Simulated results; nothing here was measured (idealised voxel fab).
Proc. module: voxel gate over fins
Cross-sectional view cut (width: 295 nm; square cell size: 5 nm).
Reading order for cross-sections: top band down to bottom band. Underlying form: a grid of square cells. Band size: one or more rows of cells. Band: top height; bottom height; in nm. Then, left to right: material with width in nm, for each material. "all across": a single material spanning edge to edge. "air": empty space. Basically, 0 is our baseline, since under it the wafer straight out of the box is all one material. The bottom band has no lower end and keeps on going down, so it looks like "0 and below". The notation "30 to 40" denotes a width that varies across the rows of cells in the band, beginning at the first number in the top row, finishing at the second number in the bottom row, and changing by an identical amount from each row to the next. A step reported as "no modification" is a step in which no cell of the cross-section changed. "Sealed voids" lists enclosed empty spaces (at least 8 cells, no open path upward to the top), each as width x height at distance from the left edge, in nm. On each step's line, the part that comes after the settings is the simulator's own comment on the step. For masked steps, "overlay nm" on the step line gives how far right of plan the mask actually lay; a minus sign means it lay to the left.
## Planned step list for the process
step 1: RECEIVE, material Si
step 2: CONFORMAL_DEP, material SiN, thk nm 10
step 3: MASKED_ETCH, tone cover, mask id FINS, width nm 15, pitch nm 55, etch materials SiN, depth nm 10, overlay nm 0
step 4: MASKED_ETCH, tone cover, mask id FINS, width nm 15, pitch nm 55, etch materials Si, depth nm 30, overlay nm 0
step 5: OXIDIZE, depth nm 5
step 6: FILL_DEP, material SiO2, thk nm 5
step 7: CMP, height nm 10
step 8: MASKED_ETCH, tone open, mask id RAIL, width nm 15, etch materials SiO2, depth nm 35, overlay nm 0
step 9: CONFORMAL_DEP, material TiN, thk nm 5
step 10: FILL_DEP, material W, thk nm 10
step 11: CMP, height nm 10
step 12: SELECTIVE_ETCH, etch materials W Ru TiN, depth nm 30
step 13: FILL_DEP, material SiO2, thk nm 5
step 14: CMP, height nm 10
step 15: SELECTIVE_ETCH, etch materials SiO2, depth nm 25
step 16: STRIP, etch materials SiN
step 17: CONFORMAL_DEP, material HfO2, thk nm 5
step 18: CONFORMAL_DEP, material TiN, thk nm 5
step 19: FILL_DEP, material W, thk nm 10
step 20: CMP, height nm 15
step 21: CONFORMAL_DEP, material SiN, thk nm 5
## As-received state of the wafer in cross-section, equivalent to post-step 1
	0 and below: Si all across
	Sealed voids: none
## The first of two wafers, cross-sectioned at the end of the module, with the run proceeding as planned
	20 down to 15: SiN all across
	15 down to 10: W all across
	10 down to 5: 105 of W  25 of TiN  30 of W  25 of TiN  110 of W
	5 down to 0: 105 of W  5 of TiN  15 of HfO2  5 of TiN  30 of W  5 of TiN  15 of HfO2  5 of TiN  110 of W
	0 down to -5: 105 of W  5 of TiN  5 of HfO2  5 of Si  5 of HfO2  5 of TiN  30 of W  5 of TiN  5 of HfO2  5 of Si  5 of HfO2  5 of TiN  110 of W
	-5 down to -10: 110 of TiN  5 of HfO2  5 of Si  5 of HfO2  40 of TiN  5 of HfO2  5 of Si  5 of HfO2  115 of TiN
	-10 down to -15: 115 of HfO2  5 of Si  50 of HfO2  5 of Si  120 of HfO2
	-15 down to -20: 115 of SiO2  5 of Si  50 of SiO2  5 of Si  120 of SiO2
	-20 down to -25: 115 of SiO2  5 of Si  15 of SiO2  15 of TiN  20 of SiO2  5 of Si  120 of SiO2
	-25 down to -35: 115 of SiO2  5 of Si  50 of SiO2  5 of Si  120 of SiO2
	-35 and below: Si all across
	Sealed voids: none
## Cross-section, second wafer: same start as the first, same plan as the first, one mistake in running it; taken at the end of the module
	20 down to 15: SiN all across
	15 down to 5: 95 of W  45 of TiN  10 of W  45 of TiN  100 of W
	5 down to 0: 110 of TiN  15 of HfO2  40 of TiN  15 of HfO2  115 of TiN
	0 down to -10: 110 of TiN  5 of HfO2  5 of Si  5 of HfO2  40 of TiN  5 of HfO2  5 of Si  5 of HfO2  115 of TiN
	-10 down to -15: 115 of HfO2  5 of Si  50 of HfO2  5 of Si  120 of HfO2
	-15 down to -20: 115 of SiO2  5 of Si  50 of SiO2  5 of Si  120 of SiO2
	-20 down to -25: 115 of SiO2  5 of Si  15 of SiO2  15 of TiN  20 of SiO2  5 of Si  120 of SiO2
	-25 down to -35: 115 of SiO2  5 of Si  50 of SiO2  5 of Si  120 of SiO2
	-35 and below: Si all across
	Sealed voids: none
what went wrong: step 18 ran with different settings than intended, the actual operation and settings being CONFORMAL_DEP, material TiN, thk nm 15
Wafer comparison, final, in cells, second relative to first, materials more or fewer: 124 more of TiN | 124 fewer of W
